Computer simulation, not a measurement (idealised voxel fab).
Process module, titled voxel capacitor over wiring
In the cross-section labelled cut, the width is 275 nm and each square cell is 5 nm.
Bands, listed from the top down, are how a cross-section gets written in this document; the cross-section itself is a grid of square cells, and a band is one or more rows of them.
Top, bottom (nm), then materials left to right with widths (nm); lone material tagged "edge to edge" fills the whole band edge to edge; "blank" = empty space.
Basically, 0 is our baseline, since under it the wafer straight out of the box is all one material. The bottom band has no lower end and keeps on going down, so it looks like "0 down".
Top row gets the first number, bottom row gets the second, and each row in between changes by the same step: that is how a band width like "30->40" works.
Key: "changes: none" - step with no changed cell in the cross-section.
For the entry "Fully sealed cavities", the listed items are empty spaces with no open way to the top whose size is 8 cells or more; each item follows the pattern width x height at distance, where distance is from the left edge and all three are in nm.
Post-settings text on a step line: simulator's own remark regarding the step.
The "overlay nm" setting may appear on a step's line; for a step that uses a mask, it gives how far to the right of its planned position the mask lay, and a negative value indicates the left.
This section lists the process steps that were planned:
1,RECEIVE [material Si]
2,CONFORMAL_DEP [material SiO2] [thk nm 10]
3,CONFORMAL_DEP [material SiCN] [thk nm 5]
4,DIRECTIONAL_DEP [material lowk] [thk nm 20]
5,MASKED_ETCH [tone open] [mask id METAL_1] [width nm 30] [pitch nm 90] [etch materials lowk] [depth nm 20] [overlay nm 0]
6,MASKED_ETCH [tone open] [mask id METAL_1] [width nm 30] [pitch nm 90] [etch materials SiCN] [depth nm 5] [overlay nm 0]
7,CONFORMAL_DEP [material TiN] [thk nm 5]
8,FILL_DEP [material Cu] [thk nm 5]
9,CMP [height nm 35]
10,CONFORMAL_DEP [material SiCN] [thk nm 5]
11,DIRECTIONAL_DEP [material SiO2] [thk nm 15]
12,PATTERN [tone open] [mask id PLUG_1] [material resist] [width nm 15] [thk nm 20] [overlay nm 0]
13,DIRECTIONAL_ETCH [etch materials SiO2] [depth nm 15]
14,DIRECTIONAL_ETCH [etch materials SiCN] [depth nm 5]
15,STRIP [etch materials resist]
16,CONFORMAL_DEP [material TiN] [thk nm 5]
17,FILL_DEP [material Ru] [thk nm 10]
18,CMP [height nm 55]
19,DIRECTIONAL_DEP [material TiN] [thk nm 5]
20,DIRECTIONAL_DEP [material SiN] [thk nm 5]
21,DIRECTIONAL_DEP [material TiN] [thk nm 5]
22,MASKED_ETCH [tone cover] [mask id UPPER_PLATE] [width nm 65] [etch materials TiN] [depth nm 5] [overlay nm 0]
23,MASKED_ETCH [tone cover] [mask id UPPER_PLATE] [width nm 65] [etch materials SiN] [depth nm 5] [overlay nm 0]
24,PATTERN [tone cover] [mask id LOWER_PLATE] [material resist] [width nm 75] [thk nm 15] [overlay nm 0]
25,DIRECTIONAL_ETCH [etch materials TiN] [depth nm 5]
26,STRIP [etch materials resist]
27,FILL_DEP [material SiO2] [thk nm 20]
28,CMP [height nm 85]
29,MASKED_ETCH [tone open] [mask id PLUG_2] [width nm 15] [etch materials SiO2] [depth nm 15] [overlay nm 0]
30,CONFORMAL_DEP [material TiN] [thk nm 5]
31,FILL_DEP [material Ru] [thk nm 5]
32,CMP [height nm 85]
33,CONFORMAL_DEP [material SiN] [thk nm 5]
Wafers differ in thk nm at step 16; plan lists the first wafer's value; identical starting state.
The as-received cross-section of the first of several wafers corresponds to the state after step 1:
> 0 down: Si edge to edge
> Fully sealed cavities: none
Cross-section of the first of several wafers, taken after step 33, where the module ends:
> 90 to 85: SiN edge to edge
> 85 to 75: SiO2=100  TiN=5  Ru=5  TiN=5  SiO2=160
> 75 to 65: SiO2=100->90  TiN=15->65  SiO2=160->120
> 65 to 60: SiO2=90  SiN=65  SiO2=120
> 60 to 55: SiO2=85  TiN=75  SiO2=115
> 55 to 40: SiO2=90  TiN=5  Ru=5  TiN=5  SiO2=170
> 40 to 35: SiCN=90  TiN=15  SiCN=170
> 35 to 15: lowk=75  TiN=5  Cu=20  TiN=5  lowk=60  TiN=5  Cu=20  TiN=5  lowk=80
> 15 to 10: SiCN=75  TiN=30  SiCN=60  TiN=30  SiCN=80
> 10 to 0: SiO2 edge to edge
> 0 down: Si edge to edge
> Fully sealed cavities: none
Wafer cross-section (last wafer, module end):
> 90 to 85: SiN edge to edge
> 85 to 75: SiO2=100  TiN=5  Ru=5  TiN=5  SiO2=160
> 75 to 65: SiO2=100->90  TiN=15->65  SiO2=160->120
> 65 to 60: SiO2=90  SiN=65  SiO2=120
> 60 to 55: SiO2=85  TiN=75  SiO2=115
> 55 to 40: SiO2=90  TiN=15  SiO2=170
> 40 to 35: SiCN=90  TiN=15  SiCN=170
> 35 to 15: lowk=75  TiN=5  Cu=20  TiN=5  lowk=60  TiN=5  Cu=20  TiN=5  lowk=80
> 15 to 10: SiCN=75  TiN=30  SiCN=60  TiN=30  SiCN=80
> 10 to 0: SiO2 edge to edge
> 0 down: Si edge to edge
> Fully sealed cavities: none
each wafer at the end: cells of each material gained (+) or lost (-) since it was received, then its closed voids:
thk nm 5, +32 Cu, +5 Ru, +95 SiCN, +68 SiN, +546 SiO2, +72 TiN, +172 lowk, Fully sealed cavities: none
thk nm 10, +32 Cu, +2 Ru, +95 SiCN, +68 SiN, +546 SiO2, +75 TiN, +172 lowk, Fully sealed cavities: none
thk nm 15, +32 Cu, +2 Ru, +95 SiCN, +68 SiN, +546 SiO2, +75 TiN, +172 lowk, Fully sealed cavities: none
thk nm 20, +32 Cu, +2 Ru, +95 SiCN, +68 SiN, +546 SiO2, +75 TiN, +172 lowk, Fully sealed cavities: none
